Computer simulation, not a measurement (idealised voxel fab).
The process module presented herein is designated voxel ribs on slabs.
Cross-sectional view cut (width: 270 nm; square cell size: 5 nm).
The cross-sections in this document take the form of a grid made of square cells. They are written out as bands, in order from top to bottom. Each band consists of one or more rows of cells. Read a band's entry like this: the first values are the height of its top and the height of its bottom in nm, and what follows is the sequence of materials from left to right, each with its width in nm. Note that "air" is empty space, and that a single material marked "edge to edge" reaches across the band from edge to edge. Heights are expressed relative to 0, this being the level below which the as-received wafer comprises one material exclusively. The lowest band is unbounded in the downward direction and is denoted as in "top 0, no bottom". Top row gets the first number, bottom row gets the second, and each row in between changes by the same step: that is how a band width like "30->40" works. Given "no change occurred" for a step, no cell of the cross-section differs between before and after that step. The list in "Fully sealed cavities" covers empty spaces of 8 cells or more that cannot reach the top through any open way, and it gives each as width x height at distance; the distance is from the left edge, and width, height and distance are in nm. The remark found on a step's line after its settings is issued by the simulator itself and pertains to that step. "overlay nm" denotes, for a step that has a mask, the displacement of the mask to the right of its planned place, with negative values corresponding to the left.
### Steps planned for the process
1) RECEIVE,material Si
2) DIRECTIONAL_DEP,material SiO2,thk nm 30
3) DIRECTIONAL_DEP,material polySi,thk nm 15
4) MASKED_ETCH,tone cover,mask id RIB,width nm 30,etch materials polySi,depth nm 10,overlay nm 0
5) MASKED_ETCH,tone cover,mask id SLAB,width nm 60,etch materials polySi,depth nm 5,overlay nm 0
6) FILL_DEP,material SiO2,thk nm 25
7) CMP,height nm 60
8) DIRECTIONAL_DEP,material W,thk nm 10
9) PATTERN,tone cover,mask id HEATER,material resist,width nm 40,thk nm 20,overlay nm 0
10) DIRECTIONAL_ETCH,etch materials W,depth nm 10
11) STRIP,etch materials resist
12) CONFORMAL_DEP,material SiN,thk nm 5
### Incoming wafer, cross-sectional view, post step 1
top 0, no bottom: Si edge to edge
Fully sealed cavities: none
### Here's the cross-section of the first of our two wafers at the end of the module - it ran as planned
top 75, bottom 70: 110 nm air  50 nm SiN  110 nm air
top 70, bottom 65: 110 nm air  5 nm SiN  40 nm W  5 nm SiN  110 nm air
top 65, bottom 60: 115 nm SiN  40 nm W  115 nm SiN
top 60, bottom 45: SiO2 edge to edge
top 45, bottom 35: 120 nm SiO2  30 nm polySi  120 nm SiO2
top 35, bottom 30: 105 nm SiO2  60 nm polySi  105 nm SiO2
top 30, bottom 0: SiO2 edge to edge
top 0, no bottom: Si edge to edge
Fully sealed cavities: none
### So this is wafer number two of the two, cut at the end of the module - it started where the first did and had the same plan, we just got one thing wrong running it
top 70, bottom 60: 115 nm air  40 nm W  115 nm air
top 60, bottom 45: SiO2 edge to edge
top 45, bottom 35: 120 nm SiO2  30 nm polySi  120 nm SiO2
top 35, bottom 30: 105 nm SiO2  60 nm polySi  105 nm SiO2
top 30, bottom 0: SiO2 edge to edge
top 0, no bottom: Si edge to edge
Fully sealed cavities: none
In executing the process, a mistake was made relative to the plan: step 12 in the plan did not get run; it was skipped
Wafer comparison, final, in cells, second relative to first, materials more or fewer: SiN -58
